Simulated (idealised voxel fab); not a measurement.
Process module under the name voxel ribs on slabs
Square cells of 5 nm make up the cross-section cut, whose width is 250 nm.
A cross-section is written here as square cells arranged in a grid, and it is given in bands from the top down, each band taking up one or more rows of cells.
It is stipulated that each band's entry specify, in nanometres, the height of the top of the band and then that of its bottom, followed by the materials of the band in left-to-right sequence, each together with its width in nanometres. A single material marked by the word "edge to edge" is understood to fill the band from edge to edge; the word "empty" is understood to denote empty space.
Heights are reckoned from 0. Under this level, the received wafer is all of one material. The bottommost band is open-ended downward, for example "top 0, no bottom".
Graded width ("30->40"): value in top row of band = first number; value in bottom row = second number; row-to-row change constant.
"remained unchanged" after a step means that no cell of the cross-section changed.
In "Entrapped void list" the enclosed voids are listed, meaning empty spaces of 8 cells or larger without any opening to the top. The form is width x height at distance, distance from the left edge, units nm.
Read whatever lies past the settings on a step's line as the simulator's own remark about the step.
"overlay nm" answers the question of how far to the right of plan the mask lay on a step that has a mask, and when it is negative the answer is to the left.

-- Planned process steps
1. op RECEIVE | material Si
2. op DIRECTIONAL_DEP | material SiO2 | thk nm 20
3. op DIRECTIONAL_DEP | material polySi | thk nm 25
4. op MASKED_ETCH | tone cover | mask id RIB | width nm 20 | etch materials polySi | depth nm 10 | overlay nm 0
5. op PATTERN | tone cover | mask id SLAB | material resist | width nm 70 | thk nm 15 | overlay nm 0
6. op DIRECTIONAL_ETCH | etch materials polySi | depth nm 15
7. op STRIP | etch materials resist
8. op FILL_DEP | material SiO2 | thk nm 20
9. op CMP | height nm 55
10. op DIRECTIONAL_DEP | material W | thk nm 5
11. op DIRECTIONAL_DEP | material aC | thk nm 10
12. op PATTERN | tone cover | mask id HEATER | material resist | width nm 30 | thk nm 25 | overlay nm 0
13. op DIRECTIONAL_ETCH | etch materials aC | depth nm 10
14. op STRIP | etch materials resist
15. op DIRECTIONAL_ETCH | etch materials W | depth nm 5
16. op STRIP | etch materials aC
17. op CONFORMAL_DEP | material SiN | thk nm 5

-- Delivered wafer in cross-section: state after step 1
	top 0, no bottom  Si edge to edge
	Entrapped void list: none

-- first wafer at the end, as planned
	top 65, bottom 60  empty 105 nm, then SiN 40 nm, then empty 105 nm
	top 60, bottom 55  SiN 110 nm, then W 30 nm, then SiN 110 nm
	top 55, bottom 45  SiO2 edge to edge
	top 45, bottom 35  SiO2 115 nm, then polySi 20 nm, then SiO2 115 nm
	top 35, bottom 20  SiO2 90 nm, then polySi 70 nm, then SiO2 90 nm
	top 20, bottom 0  SiO2 edge to edge
	top 0, no bottom  Si edge to edge
	Entrapped void list: none

-- Second wafer of the two, sectioned at the end of the module. It began like the first and followed the same plan, but one mistake was made while running it
	top 65, bottom 60  empty 105 nm, then SiN 40 nm, then empty 105 nm
	top 60, bottom 55  SiN 110 nm, then W 30 nm, then SiN 110 nm
	top 55, bottom 45  SiO2 edge to edge
	top 45, bottom 35  SiO2 115 nm, then polySi 20 nm, then SiO2 115 nm
	top 35, bottom 20  SiO2 80 nm, then polySi 70 nm, then SiO2 100 nm
	top 20, bottom 0  SiO2 edge to edge
	top 0, no bottom  Si edge to edge
	Entrapped void list: none
Against the plan, the run slipped here: in deviation from the planned setting, step 5 was conducted as op PATTERN | tone cover | mask id SLAB | material resist | width nm 70 | thk nm 15 | overlay nm -10
So at the finish, the second wafer's got exactly as many cells of each material as the first, just not in the same spots.
